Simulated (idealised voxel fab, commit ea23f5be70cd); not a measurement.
The name of this process module is voxel released beams.
Xsec cut, 205 nm wide, square cell size 5 nm.
Think of the cross-section as a grid of square cells. We describe it in bands, top to bottom, and each band covers one or more rows of those cells.
Per band: top height and bottom height in nm, followed by the left-to-right materials and their widths in nm; "all across" marks a single material spanning edge to edge, "empty" marks empty space.
Height reference: 0 = level under which incoming wafer is all one material. Lowest band: no bottom, runs on downward, e.g. "z 0 and below".
Read "30..40" as a graded width: first number on top, second number at the bottom, same change between each pair of neighbouring rows.
Given "remained unchanged" for a step, no cell of the cross-section differs between before and after that step.
In the "Enclosed empty spaces" entry, you get each enclosed empty space of 8 cells or more, one with no open way to the top, written width x height at distance, distance from the left edge, in nm.
On each step's line, the part that comes after the settings is the simulator's own comment on the step.
overlay nm: mask right of planned place by this much (step with mask). Neg. = left.
Reading guide: pairs of cross-sections, before and after one process step; after view cut off at lowest changed band; step and settings listed under each pair. Pairs may stem from different runs of this module on the same starting wafer; continuity with the pair above only where the "Before processing" entry states it.
# Before processing
> z 0 and below = Si all across
> Enclosed empty spaces: none
# Post-Process Section
> z 10 to 0 = Al2O3 all across
> below 0: unchanged
> Enclosed empty spaces: none
Between before and after above, the operation and settings are CONFORMAL_DEP, material Al2O3, thk nm 10
Before processing: the wafer arrives at this step looking as the after cross-section in the pair just above shows it.
# Post-Process Section
> z 30 to 10 = SiO2 all across
> below 10: unchanged
> Enclosed empty spaces: none
Between before and after above, the operation and settings are DIRECTIONAL_DEP, material SiO2, thk nm 20
Before processing: the wafer arrives at this step looking as the after cross-section in the pair just above shows it.
# Post-Process Section
> z 50 to 30 = 50 nm resist, then 35 nm empty, then 120 nm resist
> below 30: unchanged
> Enclosed empty spaces: none
Between before and after above, the operation and settings are PATTERN, tone open, mask id ANCHOR, material resist, width nm 35, thk nm 20, overlay nm 0
Before processing: the wafer arrives at this step looking as the after cross-section in the pair just above shows it.
# Post-Process Section
> z 50 to 30 = 50 nm resist, then 35 nm empty, then 120 nm resist
> z 30 to 10 = 50 nm SiO2, then 35 nm empty, then 120 nm SiO2
> below 10: unchanged
> Enclosed empty spaces: none
Between before and after above, the operation and settings are DIRECTIONAL_ETCH, etch materials SiO2, depth nm 20
Before processing: the wafer arrives at this step looking as the after cross-section in the pair just above shows it.
# Post-Process Section
> z 30 to 10 = 50 nm SiO2, then 35 nm empty, then 120 nm SiO2
> below 10: unchanged
> Enclosed empty spaces: none
Between before and after above, the operation and settings are STRIP, etch materials resist
Before processing: the wafer arrives at this step looking as the after cross-section in the pair just above shows it.
# Post-Process Section
> z 40 to 30 = 60 nm SiN, then 15 nm empty, then 130 nm SiN
> z 30 to 20 = 50 nm SiO2, then 10 nm SiN, then 15 nm empty, then 10 nm SiN, then 120 nm SiO2
> z 20 to 10 = 50 nm SiO2, then 35 nm SiN, then 120 nm SiO2
> below 10: unchanged
> Enclosed empty spaces: none
Between before and after above, the operation and settings are CONFORMAL_DEP, material SiN, thk nm 10
Before processing: the wafer arrives at this step looking as the after cross-section in the pair just above shows it.
# Post-Process Section
> z 55 to 40 = 45 nm empty, then 110 nm resist, then 50 nm empty
> z 40 to 30 = 60 nm SiN, then 15 nm resist, then 130 nm SiN
> z 30 to 20 = 50 nm SiO2, then 10 nm SiN, then 15 nm resist, then 10 nm SiN, then 120 nm SiO2
> below 20: unchanged
> Enclosed empty spaces: none
Between before and after above, the operation and settings are PATTERN, tone cover, mask id BEAM, material resist, width nm 110, thk nm 15, overlay nm 0
Before processing: the wafer arrives at this step looking as the after cross-section in the pair just above shows it.
# Post-Process Section
> z 55 to 40 = 45 nm empty, then 110 nm resist, then 50 nm empty
> z 40 to 30 = 45 nm empty, then 15 nm SiN, then 15 nm resist, then 80 nm SiN, then 50 nm empty
> below 30: unchanged
> Enclosed empty spaces: none
Between before and after above, the operation and settings are DIRECTIONAL_ETCH, etch materials SiN, depth nm 10
Before processing: the wafer arrives at this step looking as the after cross-section in the pair just above shows it.
# Post-Process Section
> z 40 to 30 = 45 nm empty, then 15 nm SiN, then 15 nm empty, then 80 nm SiN, then 50 nm empty
> z 30 to 20 = 50 nm SiO2, then 10 nm SiN, then 15 nm empty, then 10 nm SiN, then 120 nm SiO2
> below 20: unchanged
> Enclosed empty spaces: none
Between before and after above, the operation and settings are STRIP, etch materials resist
Before processing: the wafer arrives at this step looking as the after cross-section in the pair just above shows it.
# Post-Process Section
> z 40 to 30 = 45 nm empty, then 15 nm SiN, then 15 nm empty, then 80 nm SiN, then 50 nm empty
> z 30 to 20 = 50 nm empty, then 10 nm SiN, then 15 nm empty, then 10 nm SiN, then 120 nm empty
> z 20 to 10 = 50 nm empty, then 35 nm SiN, then 120 nm empty
> below 10: unchanged
> Enclosed empty spaces: none
Between before and after above, the operation and settings are STRIP, etch materials SiO2
# Before processing
> z 0 and below = Si all across
> Enclosed empty spaces: none
# Post-Process Section
> z 20 to 0 = SiO2 all across
> below 0: unchanged
> Enclosed empty spaces: none
Between before and after above, the operation and settings are DIRECTIONAL_DEP, material SiO2, thk nm 20
Before processing: the wafer arrives at this step looking as the after cross-section in the pair just above shows it.
# Post-Process Section
> z 40 to 20 = 50 nm resist, then 35 nm empty, then 120 nm resist
> below 20: unchanged
> Enclosed empty spaces: none
Between before and after above, the operation and settings are PATTERN, tone open, mask id ANCHOR, material resist, width nm 35, thk nm 20, overlay nm 0
Before processing: the wafer arrives at this step looking as the after cross-section in the pair just above shows it.
# Post-Process Section
> z 40 to 20 = 50 nm resist, then 35 nm empty, then 120 nm resist
> z 20 to 0 = 50 nm SiO2, then 35 nm empty, then 120 nm SiO2
> below 0: unchanged
> Enclosed empty spaces: none
Between before and after above, the operation and settings are DIRECTIONAL_ETCH, etch materials SiO2, depth nm 20
Before processing: the wafer arrives at this step looking as the after cross-section in the pair just above shows it.
# Post-Process Section
> z 20 to 0 = 50 nm SiO2, then 35 nm empty, then 120 nm SiO2
> below 0: unchanged
> Enclosed empty spaces: none
Between before and after above, the operation and settings are STRIP, etch materials resist
Before processing: the wafer arrives at this step looking as the after cross-section in the pair just above shows it.
# Post-Process Section
> z 30 to 20 = 60 nm SiN, then 15 nm empty, then 130 nm SiN
> z 20 to 10 = 50 nm SiO2, then 10 nm SiN, then 15 nm empty, then 10 nm SiN, then 120 nm SiO2
> z 10 to 0 = 50 nm SiO2, then 35 nm SiN, then 120 nm SiO2
> below 0: unchanged
> Enclosed empty spaces: none
Between before and after above, the operation and settings are CONFORMAL_DEP, material SiN, thk nm 10
Before processing: the wafer arrives at this step looking as the after cross-section in the pair just above shows it.
# Post-Process Section
> z 45 to 30 = 45 nm empty, then 110 nm resist, then 50 nm empty
> z 30 to 20 = 60 nm SiN, then 15 nm resist, then 130 nm SiN
> z 20 to 10 = 50 nm SiO2, then 10 nm SiN, then 15 nm resist, then 10 nm SiN, then 120 nm SiO2
> below 10: unchanged
> Enclosed empty spaces: none
Between before and after above, the operation and settings are PATTERN, tone cover, mask id BEAM, material resist, width nm 110, thk nm 15, overlay nm 0
Before processing: the wafer arrives at this step looking as the after cross-section in the pair just above shows it.
# Post-Process Section
> z 45 to 30 = 45 nm empty, then 110 nm resist, then 50 nm empty
> z 30 to 20 = 45 nm empty, then 15 nm SiN, then 15 nm resist, then 80 nm SiN, then 50 nm empty
> below 20: unchanged
> Enclosed empty spaces: none
Between before and after above, the operation and settings are DIRECTIONAL_ETCH, etch materials SiN, depth nm 10
Before processing: the wafer arrives at this step looking as the after cross-section in the pair just above shows it.
# Post-Process Section
> z 30 to 20 = 45 nm empty, then 15 nm SiN, then 15 nm empty, then 80 nm SiN, then 50 nm empty
> z 20 to 10 = 50 nm SiO2, then 10 nm SiN, then 15 nm empty, then 10 nm SiN, then 120 nm SiO2
> below 10: unchanged
> Enclosed empty spaces: none
Between before and after above, the operation and settings are STRIP, etch materials resist
Before processing: the wafer arrives at this step looking as the after cross-section in the pair just above shows it.
# Post-Process Section
> z 30 to 20 = 45 nm empty, then 15 nm SiN, then 15 nm empty, then 80 nm SiN, then 50 nm empty
> z 20 to 10 = 50 nm empty, then 10 nm SiN, then 15 nm empty, then 10 nm SiN, then 120 nm empty
> z 10 to 0 = 50 nm empty, then 35 nm SiN, then 120 nm empty
> below 0: unchanged
> Enclosed empty spaces: none
Between before and after above, the operation and settings are STRIP, etch materials SiO2
# Before processing
> z 20 to 0 = SiO2 all across
> z 0 and below = Si all across
> Enclosed empty spaces: none
# Post-Process Section
> z 30 to 20 = Al2O3 all across
> below 20: unchanged
> Enclosed empty spaces: none
Between before and after above, the operation and settings are CONFORMAL_DEP, material Al2O3, thk nm 10
Before processing: the wafer arrives at this step looking as the after cross-section in the pair just above shows it.
# Post-Process Section
> z 50 to 30 = 50 nm resist, then 35 nm empty, then 120 nm resist
> below 30: unchanged
> Enclosed empty spaces: none
Between before and after above, the operation and settings are PATTERN, tone open, mask id ANCHOR, material resist, width nm 35, thk nm 20, overlay nm 0
Before processing: the wafer arrives at this step looking as the after cross-section in the pair just above shows it.
# Post-Process Section
> z 30 to 20 = Al2O3 all across
> below 20: unchanged
> Enclosed empty spaces: none
Between before and after above, the operation and settings are STRIP, etch materials resist
Before processing: the wafer arrives at this step looking as the after cross-section in the pair just above shows it.
# Post-Process Section
> z 40 to 30 = SiN all across
> below 30: unchanged
> Enclosed empty spaces: none
Between before and after above, the operation and settings are CONFORMAL_DEP, material SiN, thk nm 10
Before processing: the wafer arrives at this step looking as the after cross-section in the pair just above shows it.
# Post-Process Section
> z 55 to 40 = 45 nm empty, then 110 nm resist, then 50 nm empty
> below 40: unchanged
> Enclosed empty spaces: none
Between before and after above, the operation and settings are PATTERN, tone cover, mask id BEAM, material resist, width nm 110, thk nm 15, overlay nm 0
Before processing: the wafer arrives at this step looking as the after cross-section in the pair just above shows it.
# Post-Process Section
> z 55 to 40 = 45 nm empty, then 110 nm resist, then 50 nm empty
> z 40 to 30 = 45 nm empty, then 110 nm SiN, then 50 nm empty
> below 30: unchanged
> Enclosed empty spaces: none
Between before and after above, the operation and settings are DIRECTIONAL_ETCH, etch materials SiN, depth nm 10
Before processing: the wafer arrives at this step looking as the after cross-section in the pair just above shows it.
# Post-Process Section
> z 40 to 30 = 45 nm empty, then 110 nm SiN, then 50 nm empty
> below 30: unchanged
> Enclosed empty spaces: none
Between before and after above, the operation and settings are STRIP, etch materials resist
# Before processing
> z 0 and below = Si all across
> Enclosed empty spaces: none
# Post-Process Section
> z 5 to 0 = Al2O3 all across
> below 0: unchanged
> Enclosed empty spaces: none
Between before and after above, the operation and settings are CONFORMAL_DEP, material Al2O3, thk nm 5
Before processing: the wafer arrives at this step looking as the after cross-section in the pair just above shows it.
# Post-Process Section
> z 25 to 5 = SiO2 all across
> below 5: unchanged
> Enclosed empty spaces: none
Between before and after above, the operation and settings are DIRECTIONAL_DEP, material SiO2, thk nm 20
Before processing: the wafer arrives at this step looking as the after cross-section in the pair just above shows it.
# Post-Process Section
> z 45 to 25 = 50 nm resist, then 35 nm empty, then 120 nm resist
> below 25: unchanged
> Enclosed empty spaces: none
Between before and after above, the operation and settings are PATTERN, tone open, mask id ANCHOR, material resist, width nm 35, thk nm 20, overlay nm 0
Before processing: the wafer arrives at this step looking as the after cross-section in the pair just above shows it.
# Post-Process Section
> z 45 to 25 = 50 nm resist, then 35 nm empty, then 120 nm resist
> z 25 to 5 = 50 nm SiO2, then 35 nm empty, then 120 nm SiO2
> below 5: unchanged
> Enclosed empty spaces: none
Between before and after above, the operation and settings are DIRECTIONAL_ETCH, etch materials SiO2, depth nm 20
Before processing: the wafer arrives at this step looking as the after cross-section in the pair just above shows it.
# Post-Process Section
> z 25 to 5 = 50 nm SiO2, then 35 nm empty, then 120 nm SiO2
> below 5: unchanged
> Enclosed empty spaces: none
Between before and after above, the operation and settings are STRIP, etch materials resist
Before processing: the wafer arrives at this step looking as the after cross-section in the pair just above shows it.
# Post-Process Section
> z 35 to 25 = 60 nm SiN, then 15 nm empty, then 130 nm SiN
> z 25 to 15 = 50 nm SiO2, then 10 nm SiN, then 15 nm empty, then 10 nm SiN, then 120 nm SiO2
> z 15 to 5 = 50 nm SiO2, then 35 nm SiN, then 120 nm SiO2
> below 5: unchanged
> Enclosed empty spaces: none
Between before and after above, the operation and settings are CONFORMAL_DEP, material SiN, thk nm 10
Before processing: the wafer arrives at this step looking as the after cross-section in the pair just above shows it.
# Post-Process Section
> z 50 to 35 = 45 nm empty, then 110 nm resist, then 50 nm empty
> z 35 to 25 = 60 nm SiN, then 15 nm resist, then 130 nm SiN
> z 25 to 15 = 50 nm SiO2, then 10 nm SiN, then 15 nm resist, then 10 nm SiN, then 120 nm SiO2
> below 15: unchanged
> Enclosed empty spaces: none
Between before and after above, the operation and settings are PATTERN, tone cover, mask id BEAM, material resist, width nm 110, thk nm 15, overlay nm 0
Before processing: the wafer arrives at this step looking as the after cross-section in the pair just above shows it.
# Post-Process Section
> z 50 to 35 = 45 nm empty, then 110 nm resist, then 50 nm empty
> z 35 to 25 = 45 nm empty, then 15 nm SiN, then 15 nm resist, then 80 nm SiN, then 50 nm empty
> below 25: unchanged
> Enclosed empty spaces: none
Between before and after above, the operation and settings are DIRECTIONAL_ETCH, etch materials SiN, depth nm 10
Before processing: the wafer arrives at this step looking as the after cross-section in the pair just above shows it.
# Post-Process Section
> z 35 to 25 = 45 nm empty, then 15 nm SiN, then 15 nm empty, then 80 nm SiN, then 50 nm empty
> z 25 to 15 = 50 nm SiO2, then 10 nm SiN, then 15 nm empty, then 10 nm SiN, then 120 nm SiO2
> below 15: unchanged
> Enclosed empty spaces: none
Between before and after above, the operation and settings are STRIP, etch materials resist
Before processing: the wafer arrives at this step looking as the after cross-section in the pair just above shows it.
# Post-Process Section
> z 35 to 25 = 45 nm empty, then 15 nm SiN, then 15 nm empty, then 80 nm SiN, then 50 nm empty
> z 25 to 15 = 50 nm empty, then 10 nm SiN, then 15 nm empty, then 10 nm SiN, then 120 nm empty
> z 15 to 5 = 50 nm empty, then 35 nm SiN, then 120 nm empty
> below 5: unchanged
> Enclosed empty spaces: none
Between before and after above, the operation and settings are STRIP, etch materials SiO2
# Before processing
> z 40 to 30 = 60 nm SiN, then 15 nm empty, then 130 nm SiN
> z 30 to 20 = 50 nm SiO2, then 10 nm SiN, then 15 nm empty, then 10 nm SiN, then 120 nm SiO2
> z 20 to 10 = 50 nm SiO2, then 35 nm SiN, then 120 nm SiO2
> z 10 to 0 = Al2O3 all across
> z 0 and below = Si all across
> Enclosed empty spaces: none
# Post-Process Section
> z 55 to 40 = 50 nm empty, then 100 nm resist, then 55 nm empty
> z 40 to 30 = 60 nm SiN, then 15 nm resist, then 130 nm SiN
> z 30 to 20 = 50 nm SiO2, then 10 nm SiN, then 15 nm resist, then 10 nm SiN, then 120 nm SiO2
> below 20: unchanged
> Enclosed empty spaces: none
Between before and after above, the operation and settings are PATTERN, tone cover, mask id BEAM, material resist, width nm 100, thk nm 15, overlay nm 0
Before processing: the wafer arrives at this step looking as the after cross-section in the pair just above shows it.
# Post-Process Section
> z 55 to 40 = 50 nm empty, then 100 nm resist, then 55 nm empty
> z 40 to 30 = 50 nm empty, then 10 nm SiN, then 15 nm resist, then 75 nm SiN, then 55 nm empty
> below 30: unchanged
> Enclosed empty spaces: none
Between before and after above, the operation and settings are DIRECTIONAL_ETCH, etch materials SiN, depth nm 10
Before processing: the wafer arrives at this step looking as the after cross-section in the pair just above shows it.
# Post-Process Section
> z 40 to 30 = 50 nm empty, then 10 nm SiN, then 15 nm empty, then 75 nm SiN, then 55 nm empty
> z 30 to 20 = 50 nm SiO2, then 10 nm SiN, then 15 nm empty, then 10 nm SiN, then 120 nm SiO2
> below 20: unchanged
> Enclosed empty spaces: none
Between before and after above, the operation and settings are STRIP, etch materials resist
Before processing: the wafer arrives at this step looking as the after cross-section in the pair just above shows it.
# Post-Process Section
> z 40 to 30 = 50 nm empty, then 10 nm SiN, then 15 nm empty, then 75 nm SiN, then 55 nm empty
> z 30 to 20 = 50 nm empty, then 10 nm SiN, then 15 nm empty, then 10 nm SiN, then 120 nm empty
> z 20 to 10 = 50 nm empty, then 35 nm SiN, then 120 nm empty
> below 10: unchanged
> Enclosed empty spaces: none
Between before and after above, the operation and settings are STRIP, etch materials SiO2
# Before processing
> z 40 to 30 = 60 nm SiN, then 15 nm empty, then 130 nm SiN
> z 30 to 20 = 50 nm SiO2, then 10 nm SiN, then 15 nm empty, then 10 nm SiN, then 120 nm SiO2
> z 20 to 10 = 50 nm SiO2, then 35 nm SiN, then 120 nm SiO2
> z 10 to 0 = Al2O3 all across
> z 0 and below = Si all across
> Enclosed empty spaces: none
# Post-Process Section
> z 55 to 40 = 55 nm empty, then 110 nm resist, then 40 nm empty
> z 40 to 30 = 60 nm SiN, then 15 nm resist, then 130 nm SiN
> z 30 to 20 = 50 nm SiO2, then 10 nm SiN, then 15 nm resist, then 10 nm SiN, then 120 nm SiO2
> below 20: unchanged
> Enclosed empty spaces: none
Between before and after above, the operation and settings are PATTERN, tone cover, mask id BEAM, material resist, width nm 110, thk nm 15, overlay nm 10
Before processing: the wafer arrives at this step looking as the after cross-section in the pair just above shows it.
# Post-Process Section
> z 55 to 40 = 55 nm empty, then 110 nm resist, then 40 nm empty
> z 40 to 30 = 55 nm empty, then 5 nm SiN, then 15 nm resist, then 90 nm SiN, then 40 nm empty
> below 30: unchanged
> Enclosed empty spaces: none
Between before and after above, the operation and settings are DIRECTIONAL_ETCH, etch materials SiN, depth nm 10
Before processing: the wafer arrives at this step looking as the after cross-section in the pair just above shows it.
# Post-Process Section
> z 40 to 30 = 55 nm empty, then 5 nm SiN, then 15 nm empty, then 90 nm SiN, then 40 nm empty
> z 30 to 20 = 50 nm SiO2, then 10 nm SiN, then 15 nm empty, then 10 nm SiN, then 120 nm SiO2
> below 20: unchanged
> Enclosed empty spaces: none
Between before and after above, the operation and settings are STRIP, etch materials resist
Before processing: the wafer arrives at this step looking as the after cross-section in the pair just above shows it.
# Post-Process Section
> z 40 to 30 = 55 nm empty, then 5 nm SiN, then 15 nm empty, then 90 nm SiN, then 40 nm empty
> z 30 to 20 = 50 nm empty, then 10 nm SiN, then 15 nm empty, then 10 nm SiN, then 120 nm empty
> z 20 to 10 = 50 nm empty, then 35 nm SiN, then 120 nm empty
> below 10: unchanged
> Enclosed empty spaces: none
Between before and after above, the operation and settings are STRIP, etch materials SiO2
# Before processing
> z 50 to 30 = 50 nm resist, then 35 nm empty, then 120 nm resist
> z 30 to 10 = 50 nm SiO2, then 35 nm empty, then 120 nm SiO2
> z 10 to 0 = Al2O3 all across
> z 0 and below = Si all across
> Enclosed empty spaces: none
# Post-Process Section
> z 0 and below = Si all across
> Enclosed empty spaces: none
Between before and after above, the operation and settings are STRIP, etch materials Al2O3
Before processing: the wafer arrives at this step looking as the after cross-section in the pair just above shows it.
# Post-Process Section
> z 10 to 0 = SiN all across
> below 0: unchanged
> Enclosed empty spaces: none
Between before and after above, the operation and settings are CONFORMAL_DEP, material SiN, thk nm 10
Before processing: the wafer arrives at this step looking as the after cross-section in the pair just above shows it.
# Post-Process Section
> z 25 to 10 = 45 nm empty, then 110 nm resist, then 50 nm empty
> below 10: unchanged
> Enclosed empty spaces: none
Between before and after above, the operation and settings are PATTERN, tone cover, mask id BEAM, material resist, width nm 110, thk nm 15, overlay nm 0
Before processing: the wafer arrives at this step looking as the after cross-section in the pair just above shows it.
# Post-Process Section
> z 25 to 10 = 45 nm empty, then 110 nm resist, then 50 nm empty
> z 10 to 0 = 45 nm empty, then 110 nm SiN, then 50 nm empty
> below 0: unchanged
> Enclosed empty spaces: none
Between before and after above, the operation and settings are DIRECTIONAL_ETCH, etch materials SiN, depth nm 10
Before processing: the wafer arrives at this step looking as the after cross-section in the pair just above shows it.
# Post-Process Section
> z 10 to 0 = 45 nm empty, then 110 nm SiN, then 50 nm empty
> below 0: unchanged
> Enclosed empty spaces: none
Between before and after above, the operation and settings are STRIP, etch materials resist
# Before processing
> z 30 to 10 = SiO2 all across
> z 10 to 0 = Al2O3 all across
> z 0 and below = Si all across
> Enclosed empty spaces: none
# Post-Process Section
> z 50 to 30 = 50 nm empty, then 35 nm resist, then 120 nm empty
> below 30: unchanged
> Enclosed empty spaces: none
Between before and after above, the operation and settings are PATTERN, tone cover, mask id ANCHOR, material resist, width nm 35, thk nm 20, overlay nm 0
Before processing: the wafer arrives at this step looking as the after cross-section in the pair just above shows it.
# Post-Process Section
> z 50 to 30 = 50 nm empty, then 35 nm resist, then 120 nm empty
> z 30 to 10 = 50 nm empty, then 35 nm SiO2, then 120 nm empty
> below 10: unchanged
> Enclosed empty spaces: none
Between before and after above, the operation and settings are DIRECTIONAL_ETCH, etch materials SiO2, depth nm 20
Before processing: the wafer arrives at this step looking as the after cross-section in the pair just above shows it.
# Post-Process Section
> z 30 to 10 = 50 nm empty, then 35 nm SiO2, then 120 nm empty
> below 10: unchanged
> Enclosed empty spaces: none
Between before and after above, the operation and settings are STRIP, etch materials resist
Before processing: the wafer arrives at this step looking as the after cross-section in the pair just above shows it.
# Post-Process Section
> z 40 to 30 = 40 nm empty, then 55 nm SiN, then 110 nm empty
> z 30 to 20 = 40 nm empty, then 10 nm SiN, then 35 nm SiO2, then 10 nm SiN, then 110 nm empty
> z 20 to 10 = 50 nm SiN, then 35 nm SiO2, then 120 nm SiN
> below 10: unchanged
> Enclosed empty spaces: none
Between before and after above, the operation and settings are CONFORMAL_DEP, material SiN, thk nm 10
Before processing: the wafer arrives at this step looking as the after cross-section in the pair just above shows it.
# Post-Process Section
> z 55 to 40 = 45 nm empty, then 110 nm resist, then 50 nm empty
> z 40 to 30 = 40 nm empty, then 55 nm SiN, then 60 nm resist, then 50 nm empty
> z 30 to 20 = 40 nm empty, then 10 nm SiN, then 35 nm SiO2, then 10 nm SiN, then 60 nm resist, then 50 nm empty
> below 20: unchanged
> Enclosed empty spaces: none
Between before and after above, the operation and settings are PATTERN, tone cover, mask id BEAM, material resist, width nm 110, thk nm 15, overlay nm 0
Before processing: the wafer arrives at this step looking as the after cross-section in the pair just above shows it.
# Post-Process Section
> z 55 to 40 = 45 nm empty, then 110 nm resist, then 50 nm empty
> z 40 to 30 = 45 nm empty, then 50 nm SiN, then 60 nm resist, then 50 nm empty
> z 30 to 20 = 40 nm empty, then 10 nm SiN, then 35 nm SiO2, then 10 nm SiN, then 60 nm resist, then 50 nm empty
> z 20 to 10 = 40 nm empty, then 10 nm SiN, then 35 nm SiO2, then 70 nm SiN, then 50 nm empty
> below 10: unchanged
> Enclosed empty spaces: none
Between before and after above, the operation and settings are DIRECTIONAL_ETCH, etch materials SiN, depth nm 10
Before processing: the wafer arrives at this step looking as the after cross-section in the pair just above shows it.
# Post-Process Section
> z 40 to 30 = 45 nm empty, then 50 nm SiN, then 110 nm empty
> z 30 to 20 = 40 nm empty, then 10 nm SiN, then 35 nm SiO2, then 10 nm SiN, then 110 nm empty
> below 20: unchanged
> Enclosed empty spaces: none
Between before and after above, the operation and settings are STRIP, etch materials resist
